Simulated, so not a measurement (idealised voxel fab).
The following is a process module called voxel quadruple lines.
The cross-section shown here is cut; it is 175 nm wide and divided into square cells measuring 5 nm on a side.
How to read a cross-section here: the picture is a grid of square cells, written as bands going from the top down, and any band can span one or more rows of cells. Per band: top height and bottom height in nm, followed by the left-to-right materials and their widths in nm; "full width" marks a single material spanning edge to edge, "blank" marks empty space. A quick word on heights: they are counted from 0, and under that level the wafer as it came to us is one material throughout. The lowest band is different from the rest in having no bottom; it simply continues downward, written as in "0..down". A width such as "30->40" changes by the same amount from each row of cells to the next, from the band's top row to its bottom row. It should be understood that the words "nothing got changed", when stated for a given step, signify that the cross-section underwent no change in any of its cells during that step. You'll see "Cavities, sealed" listing empty spaces that have no way open to the top, as long as they're 8 cells or more; the notation is width x height at distance, where the distance is from the left edge, and all of it is in nm. On each step's line, the part that comes after the settings is the simulator's own comment on the step. Each step line may optionally specify "overlay nm", which for a step with a mask gives the rightward distance between the mask's planned place and where it lay, a negative value indicating the leftward direction.

Here's what the planned process steps look like
1 RECEIVE with material Si
2 CONFORMAL_DEP with material SiO2, thk nm 10
3 DIRECTIONAL_DEP with material TiN, thk nm 15
4 DIRECTIONAL_DEP with material polySi, thk nm 20
5 DIRECTIONAL_DEP with material aC, thk nm 25
6 PATTERN with tone cover, mask id MANDREL, material resist, width nm 25, pitch nm 80, thk nm 30, overlay nm 0
7 DIRECTIONAL_ETCH with etch materials aC, depth nm 25
8 STRIP with etch materials resist
9 CONFORMAL_DEP with material SiO2, thk nm 15
10 DIRECTIONAL_ETCH with etch materials SiO2, depth nm 15
11 STRIP with etch materials aC
12 DIRECTIONAL_ETCH with etch materials polySi, depth nm 20
13 STRIP with etch materials SiO2
14 CONFORMAL_DEP with material SiN, thk nm 5
15 DIRECTIONAL_ETCH with etch materials SiN, depth nm 5
16 STRIP with etch materials polySi
17 DIRECTIONAL_ETCH with etch materials TiN, depth nm 15
18 STRIP with etch materials SiN
19 FILL_DEP with material lowk, thk nm 10
20 CMP with height nm 25

The first wafer of two, processed as planned

Wafer as received: cross-section following step 1
  0..down | Si full width
  Cavities, sealed: none

Upon completion of step 2, the wafer appears in cross-section as shown
  10..0 | SiO2 full width
  Heights below 0 show no change.

Upon completion of step 3, the wafer appears in cross-section as shown
  25..10 | TiN full width
  Heights below 10 show no change.

Upon completion of step 4, the wafer appears in cross-section as shown
  45..25 | polySi full width
  Heights below 25 show no change.

Upon completion of step 5, the wafer appears in cross-section as shown
  70..45 | aC full width
  Heights below 45 show no change.

Upon completion of step 6, the wafer appears in cross-section as shown
  100..70 | blank (35) / resist (25) / blank (55) / resist (25) / blank (35)
  Heights below 70 show no change.

Upon completion of step 7, the wafer appears in cross-section as shown
  75..70 | blank (35) / resist (25) / blank (55) / resist (25) / blank (35)
  70..45 | blank (35) / aC (25) / blank (55) / aC (25) / blank (35)
  Heights below 45 show no change.

Upon completion of step 8, the wafer appears in cross-section as shown
  70..45 | blank (35) / aC (25) / blank (55) / aC (25) / blank (35)
  Heights below 45 show no change.

Upon completion of step 9, the wafer appears in cross-section as shown
  85..70 | blank (20) / SiO2 (55) / blank (25) / SiO2 (55) / blank (20)
  70..60 | blank (20) / SiO2 (15) / aC (25) / SiO2 (15) / blank (25) / SiO2 (15) / aC (25) / SiO2 (15) / blank (20)
  60..45 | SiO2 (35) / aC (25) / SiO2 (55) / aC (25) / SiO2 (35)
  Heights below 45 show no change.

Upon completion of step 10, the wafer appears in cross-section as shown
  70..45 | blank (20) / SiO2 (15) / aC (25) / SiO2 (15) / blank (25) / SiO2 (15) / aC (25) / SiO2 (15) / blank (20)
  Heights below 45 show no change.

Upon completion of step 11, the wafer appears in cross-section as shown
  70..45 | blank (20) / SiO2 (15) / blank (25) / SiO2 (15) / blank (25) / SiO2 (15) / blank (25) / SiO2 (15) / blank (20)
  Heights below 45 show no change.

Upon completion of step 12, the wafer appears in cross-section as shown
  70..45 | blank (20) / SiO2 (15) / blank (25) / SiO2 (15) / blank (25) / SiO2 (15) / blank (25) / SiO2 (15) / blank (20)
  45..25 | blank (20) / polySi (15) / blank (25) / polySi (15) / blank (25) / polySi (15) / blank (25) / polySi (15) / blank (20)
  Heights below 25 show no change.

Upon completion of step 13, the wafer appears in cross-section as shown
  45..25 | blank (20) / polySi (15) / blank (25) / polySi (15) / blank (25) / polySi (15) / blank (25) / polySi (15) / blank (20)
  Heights below 25 show no change.

Upon completion of step 14, the wafer appears in cross-section as shown
  50..45 | blank (15) / SiN (25) / blank (15) / SiN (25) / blank (15) / SiN (25) / blank (15) / SiN (25) / blank (15)
  45..30 | blank (15) / SiN (5) / polySi (15) / SiN (5) / blank (15) / SiN (5) / polySi (15) / SiN (5) / blank (15) / SiN (5) / polySi (15) / SiN (5) / blank (15) / SiN (5) / polySi (15) / SiN (5) / blank (15)
  30..25 | SiN (20) / polySi (15) / SiN (25) / polySi (15) / SiN (25) / polySi (15) / SiN (25) / polySi (15) / SiN (20)
  Heights below 25 show no change.

Upon completion of step 15, the wafer appears in cross-section as shown
  45..25 | blank (15) / SiN (5) / polySi (15) / SiN (5) / blank (15) / SiN (5) / polySi (15) / SiN (5) / blank (15) / SiN (5) / polySi (15) / SiN (5) / blank (15) / SiN (5) / polySi (15) / SiN (5) / blank (15)
  Heights below 25 show no change.

Upon completion of step 16, the wafer appears in cross-section as shown
  45..25 | blank (15) / SiN (5) / blank (15) / SiN (5) / blank (15) / SiN (5) / blank (15) / SiN (5) / blank (15) / SiN (5) / blank (15) / SiN (5) / blank (15) / SiN (5) / blank (15) / SiN (5) / blank (15)
  Heights below 25 show no change.

Upon completion of step 17, the wafer appears in cross-section as shown
  45..25 | blank (15) / SiN (5) / blank (15) / SiN (5) / blank (15) / SiN (5) / blank (15) / SiN (5) / blank (15) / SiN (5) / blank (15) / SiN (5) / blank (15) / SiN (5) / blank (15) / SiN (5) / blank (15)
  25..10 | blank (15) / TiN (5) / blank (15) / TiN (5) / blank (15) / TiN (5) / blank (15) / TiN (5) / blank (15) / TiN (5) / blank (15) / TiN (5) / blank (15) / TiN (5) / blank (15) / TiN (5) / blank (15)
  Heights below 10 show no change.

Upon completion of step 18, the wafer appears in cross-section as shown
  25..10 | blank (15) / TiN (5) / blank (15) / TiN (5) / blank (15) / TiN (5) / blank (15) / TiN (5) / blank (15) / TiN (5) / blank (15) / TiN (5) / blank (15) / TiN (5) / blank (15) / TiN (5) / blank (15)
  Heights below 10 show no change.

Upon completion of step 19, the wafer appears in cross-section as shown
  35..25 | lowk full width
  25..10 | lowk (15) / TiN (5) / lowk (15) / TiN (5) / lowk (15) / TiN (5) / lowk (15) / TiN (5) / lowk (15) / TiN (5) / lowk (15) / TiN (5) / lowk (15) / TiN (5) / lowk (15) / TiN (5) / lowk (15)
  Heights below 10 show no change.

Upon completion of step 20, the wafer appears in cross-section as shown
  25..10 | lowk (15) / TiN (5) / lowk (15) / TiN (5) / lowk (15) / TiN (5) / lowk (15) / TiN (5) / lowk (15) / TiN (5) / lowk (15) / TiN (5) / lowk (15) / TiN (5) / lowk (15) / TiN (5) / lowk (15)
  Heights below 10 show no change.

The second wafer began exactly as the first did and followed the same plan, but one mistake was made while running it; through step 2 inclusive, the two wafers are identical

The second wafer cut through, at the time step 3 was supposed to be finished
  20..10 | TiN full width
  Heights below 10 show no change.

The second wafer cut through, at the time step 4 was supposed to be finished
  40..20 | polySi full width
  Heights below 20 show no change.

The second wafer cut through, at the time step 5 was supposed to be finished
  65..40 | aC full width
  Heights below 40 show no change.

The second wafer cut through, at the time step 6 was supposed to be finished
  95..65 | blank (35) / resist (25) / blank (55) / resist (25) / blank (35)
  Heights below 65 show no change.

The second wafer cut through, at the time step 7 was supposed to be finished
  70..65 | blank (35) / resist (25) / blank (55) / resist (25) / blank (35)
  65..40 | blank (35) / aC (25) / blank (55) / aC (25) / blank (35)
  Heights below 40 show no change.

The second wafer cut through, at the time step 8 was supposed to be finished
  65..40 | blank (35) / aC (25) / blank (55) / aC (25) / blank (35)
  Heights below 40 show no change.

The second wafer cut through, at the time step 9 was supposed to be finished
  80..65 | blank (20) / SiO2 (55) / blank (25) / SiO2 (55) / blank (20)
  65..55 | blank (20) / SiO2 (15) / aC (25) / SiO2 (15) / blank (25) / SiO2 (15) / aC (25) / SiO2 (15) / blank (20)
  55..40 | SiO2 (35) / aC (25) / SiO2 (55) / aC (25) / SiO2 (35)
  Heights below 40 show no change.

The second wafer cut through, at the time step 10 was supposed to be finished
  65..40 | blank (20) / SiO2 (15) / aC (25) / SiO2 (15) / blank (25) / SiO2 (15) / aC (25) / SiO2 (15) / blank (20)
  Heights below 40 show no change.

The second wafer cut through, at the time step 11 was supposed to be finished
  65..40 | blank (20) / SiO2 (15) / blank (25) / SiO2 (15) / blank (25) / SiO2 (15) / blank (25) / SiO2 (15) / blank (20)
  Heights below 40 show no change.

The second wafer cut through, at the time step 12 was supposed to be finished
  65..40 | blank (20) / SiO2 (15) / blank (25) / SiO2 (15) / blank (25) / SiO2 (15) / blank (25) / SiO2 (15) / blank (20)
  40..20 | blank (20) / polySi (15) / blank (25) / polySi (15) / blank (25) / polySi (15) / blank (25) / polySi (15) / blank (20)
  Heights below 20 show no change.

The second wafer cut through, at the time step 13 was supposed to be finished
  40..20 | blank (20) / polySi (15) / blank (25) / polySi (15) / blank (25) / polySi (15) / blank (25) / polySi (15) / blank (20)
  Heights below 20 show no change.

The second wafer cut through, at the time step 14 was supposed to be finished
  45..40 | blank (15) / SiN (25) / blank (15) / SiN (25) / blank (15) / SiN (25) / blank (15) / SiN (25) / blank (15)
  40..25 | blank (15) / SiN (5) / polySi (15) / SiN (5) / blank (15) / SiN (5) / polySi (15) / SiN (5) / blank (15) / SiN (5) / polySi (15) / SiN (5) / blank (15) / SiN (5) / polySi (15) / SiN (5) / blank (15)
  25..20 | SiN (20) / polySi (15) / SiN (25) / polySi (15) / SiN (25) / polySi (15) / SiN (25) / polySi (15) / SiN (20)
  Heights below 20 show no change.

The second wafer cut through, at the time step 15 was supposed to be finished
  40..20 | blank (15) / SiN (5) / polySi (15) / SiN (5) / blank (15) / SiN (5) / polySi (15) / SiN (5) / blank (15) / SiN (5) / polySi (15) / SiN (5) / blank (15) / SiN (5) / polySi (15) / SiN (5) / blank (15)
  Heights below 20 show no change.

The second wafer cut through, at the time step 16 was supposed to be finished
  40..20 | blank (15) / SiN (5) / blank (15) / SiN (5) / blank (15) / SiN (5) / blank (15) / SiN (5) / blank (15) / SiN (5) / blank (15) / SiN (5) / blank (15) / SiN (5) / blank (15) / SiN (5) / blank (15)
  Heights below 20 show no change.

The second wafer cut through, at the time step 17 was supposed to be finished
  40..20 | blank (15) / SiN (5) / blank (15) / SiN (5) / blank (15) / SiN (5) / blank (15) / SiN (5) / blank (15) / SiN (5) / blank (15) / SiN (5) / blank (15) / SiN (5) / blank (15) / SiN (5) / blank (15)
  20..10 | blank (15) / TiN (5) / blank (15) / TiN (5) / blank (15) / TiN (5) / blank (15) / TiN (5) / blank (15) / TiN (5) / blank (15) / TiN (5) / blank (15) / TiN (5) / blank (15) / TiN (5) / blank (15)
  Heights below 10 show no change.

The second wafer cut through, at the time step 18 was supposed to be finished
  20..10 | blank (15) / TiN (5) / blank (15) / TiN (5) / blank (15) / TiN (5) / blank (15) / TiN (5) / blank (15) / TiN (5) / blank (15) / TiN (5) / blank (15) / TiN (5) / blank (15) / TiN (5) / blank (15)
  Heights below 10 show no change.

The second wafer cut through, at the time step 19 was supposed to be finished
  30..20 | lowk full width
  20..10 | lowk (15) / TiN (5) / lowk (15) / TiN (5) / lowk (15) / TiN (5) / lowk (15) / TiN (5) / lowk (15) / TiN (5) / lowk (15) / TiN (5) / lowk (15) / TiN (5) / lowk (15) / TiN (5) / lowk (15)
  Heights below 10 show no change.

The second wafer cut through, at the time step 20 was supposed to be finished
  25..20 | lowk full width
  Heights below 20 show no change.
Here's what went sideways: step 3 was run on a setting that differed from the plan, and what really ran there is DIRECTIONAL_DEP with material TiN, thk nm 10
Final comparison by cell count, materials where the second wafer has more or fewer than the first: -8 TiN; +8 lowk
